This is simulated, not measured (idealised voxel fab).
This is a process module. Its name is voxel local oxidation.
Section cut is 145 nm wide and gridded with 5 nm square cells.
How to read a cross-section here: the picture is a grid of square cells, written as bands going from the top down, and any band can span one or more rows of cells.
Read a band's entry like this: the first values are the height of its top and the height of its bottom in nm, and what follows is the sequence of materials from left to right, each with its width in nm. Note that "air" is empty space, and that a single material marked "full width" reaches across the band from edge to edge.
The reference from which all heights are counted is 0, the level beneath which the as-received wafer is entirely one material; the lowest band, having no lower bound, proceeds downward and is written after the example "0 and below".
When a width is written as two numbers, as in "30..40", the first number is the width in the top row of cells of the band and the second is the width in its bottom row, and the width changes by the same amount from each row to the next.
No cell of the cross-section changed in a step that is given as "nothing changed".
Any empty space of 8 cells or more lacking an open way to the top shows up in "Enclosed empty spaces" as width x height at distance, distance from the left edge, in nm.
Past the settings on a step's line: simulator remark, on that step.
A step's line can hold "overlay nm"; with a mask on that step, the setting says how far right of the planned place the mask lay, while a negative setting says it lay to the left.

List of planned process steps:
1. RECEIVE (material Si)
2. OXIDIZE (depth nm 5)
3. CONFORMAL_DEP (material SiN; thk nm 10)
4. MASKED_ETCH (tone cover; mask id ACTIVE; width nm 110; etch materials SiN; depth nm 10; overlay nm 0)
5. SELECTIVE_ETCH (etch materials SiO2; depth nm 5)
6. OXIDIZE (depth nm 15)
7. STRIP (etch materials SiN)

The first wafer of two, processed as planned:

Incoming wafer, cross-sectional view, post step 1:
  0 and below  Si full width
  Enclosed empty spaces: none

So this is the wafer cross-section right after step 2:
  0 down to -5  SiO2 full width
  Rest of section, below -5: as before.

So this is the wafer cross-section right after step 3:
  10 down to 0  SiN full width
  Rest of section, below 0: as before.

So this is the wafer cross-section right after step 4:
  10 down to 0  air 15  SiN 110  air 20
  Rest of section, below 0: as before.

So this is the wafer cross-section right after step 5:
  10 down to 0  air 15  SiN 110  air 20
  0 down to -5  air 20  SiO2 100  air 25
  Rest of section, below -5: as before.

So this is the wafer cross-section right after step 6:
  10 down to 0  air 15  SiN 110  air 20
  0 down to -5  air 20  SiO2 100  air 25
  -5 down to -20  SiO2 35  Si 70  SiO2 40
  Rest of section, below -20: as before.

So this is the wafer cross-section right after step 7:
  0 down to -5  air 20  SiO2 100  air 25
  Rest of section, below -5: as before.

Second wafer - shared start and plan with the first - one error in running - same as the first up to step 5 inclusive:

Cross-section of the second wafer at the time by which step 6 should have been completed according to the plan:
  0 down to -5  air 20  SiO2 100  air 25
  Rest of section, below -5: as before.

Cross-section of the second wafer at the time by which step 7 should have been completed according to the plan:
  0 down to -5  air 20  SiO2 100  air 25
  -5 down to -20  SiO2 35  Si 70  SiO2 40
  Rest of section, below -20: as before.
Which mistake was made when the wafer was run? sequence error: steps 6 and 7 interchanged
It should be noted that the final cross-sections of the two wafers coincide, and the mistake therefore has no effect on the output of this model.
